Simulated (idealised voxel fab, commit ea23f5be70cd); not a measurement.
process module | voxel spacer lines
cross-section cut | 275 nm wide | cells 5 nm
A cross-section is a grid of square cells, given in bands from the top down. A band is one or more rows of cells.
Each band's line starts with the height of the band's top and of its bottom, in nm. Then come its materials from left to right, each with its width in nm. One material with "throughout" fills the band from edge to edge. "air" is empty space.
Height 0 is the level under which the wafer as received is all one material. The lowest band goes on downwards, as in "0 down".
A width such as "30 to 40" changes by the same amount from each row of cells to the next, from the band's top row to its bottom row.
"no change" after a step means that no cell of the cross-section changed.
closed voids: empty space of 8 cells or more with no open way to the top, each as width x height at its distance from the left edge, in nm
after a step's settings: what the simulator itself notes on the step
overlay nm, on a step with a mask: how far to the right of its planned place the mask lay; to the left if negative
plan
1 op RECEIVE | material Si
2 op CONFORMAL_DEP | material Al2O3 | thk nm 5
3 op DIRECTIONAL_DEP | material polySi | thk nm 15
4 op DIRECTIONAL_DEP | material aC | thk nm 20
5 op PATTERN | tone cover | mask id MANDREL | material resist | width nm 15 | pitch nm 50 | thk nm 25 | overlay nm 0
6 op DIRECTIONAL_ETCH | etch materials aC | depth nm 20
7 op STRIP | etch materials resist
8 op CONFORMAL_DEP | material SiO2 | thk nm 10
9 op DIRECTIONAL_ETCH | etch materials SiO2 | depth nm 10
10 op STRIP | etch materials aC
11 op DIRECTIONAL_ETCH | etch materials polySi | depth nm 15
12 op STRIP | etch materials SiO2
as received, after step 1
  0 down: Si throughout
  closed voids: none
first wafer at the end, as planned
  20 to 5: air 95 | polySi 10 | air 15 | polySi 10 | air 15 | polySi 10 | air 15 | polySi 10 | air 95
  5 to 0: Al2O3 throughout
  0 down: Si throughout
  closed voids: none
second wafer at the end: like start, like plan, one mistake
  20 to 5: air 95 | polySi 35 | air 15 | polySi 35 | air 95
  5 to 0: Al2O3 throughout
  0 down: Si throughout
  closed voids: none
what went wrong: steps 10 and 11 were swapped
at the end the second wafer has, in cells: 18 more of polySi
